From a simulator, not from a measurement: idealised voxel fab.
process module | voxel air gaps
cross-section cut | 250 nm wide | cells 5 nm
A cross-section is a grid of square cells, given in bands from the top down. A band is one or more rows of cells.
Each band's line starts with the height of the band's top and of its bottom, in nm. Then come its materials from left to right, each with its width in nm. One material with "throughout" fills the band from edge to edge. "air" is empty space.
Height 0 is the level under which the wafer as received is all one material. The lowest band goes on downwards, as in "0 down".
A width such as "30 to 40" changes by the same amount from each row of cells to the next, from the band's top row to its bottom row.
"no change" after a step means that no cell of the cross-section changed.
closed voids: empty space of 8 cells or more with no open way to the top, each as width x height at its distance from the left edge, in nm
after a step's settings: what the simulator itself notes on the step
overlay nm, on a step with a mask: how far to the right of its planned place the mask lay; to the left if negative
plan
1 op RECEIVE | material Si
2 op CONFORMAL_DEP | material SiO2 | thk nm 10
3 op CONFORMAL_DEP | material SiN | thk nm 5
4 op DIRECTIONAL_DEP | material SiO2 | thk nm 30
5 op PATTERN | tone open | mask id LINES | material resist | width nm 25 | pitch nm 55 | thk nm 20 | overlay nm 0
6 op DIRECTIONAL_ETCH | etch materials SiO2 | depth nm 30
7 op STRIP | etch materials resist
8 op CONFORMAL_DEP | material TiN | thk nm 5
9 op FILL_DEP | material W | thk nm 5
10 op CMP | height nm 45
11 op EPI | material Ru | thk nm 10
12 op SELECTIVE_ETCH | etch materials SiO2 | depth nm 40
13 op CONFORMAL_DEP | material SiCN | thk nm 5
as received, after step 1
  0 down: Si throughout
  closed voids: none
a wafer at the end: this start, this plan, one mistake
  60 to 55: SiCN throughout
  55 to 45: Ru 40 | SiCN 5 | Ru 50 | SiCN 5 | Ru 50 | SiCN 5 | Ru 50 | SiCN 5 | Ru 40
  45 to 40: W 25 | TiN 5 | SiCN 25 | TiN 5 | W 20 | TiN 5 | SiCN 25 | TiN 5 | W 20 | TiN 5 | SiCN 25 | TiN 5 | W 20 | TiN 5 | SiCN 25 | TiN 5 | W 25
  40 to 20: W 25 | TiN 5 | SiCN 5 | air 15 | SiCN 5 | TiN 5 | W 20 | TiN 5 | SiCN 5 | air 15 | SiCN 5 | TiN 5 | W 20 | TiN 5 | SiCN 5 | air 15 | SiCN 5 | TiN 5 | W 20 | TiN 5 | SiCN 5 | air 15 | SiCN 5 | TiN 5 | W 25
  20 to 15: TiN 30 | SiCN 25 | TiN 30 | SiCN 25 | TiN 30 | SiCN 25 | TiN 30 | SiCN 25 | TiN 30
  15 to 10: SiN throughout
  10 to 0: SiO2 throughout
  0 down: Si throughout
  closed voids: 15 x 20 at 35; 15 x 20 at 90; 15 x 20 at 145; 15 x 20 at 200
what went wrong: step 5 ran as: op PATTERN | tone cover | mask id LINES | material resist | width nm 25 | pitch nm 55 | thk nm 20 | overlay nm 0
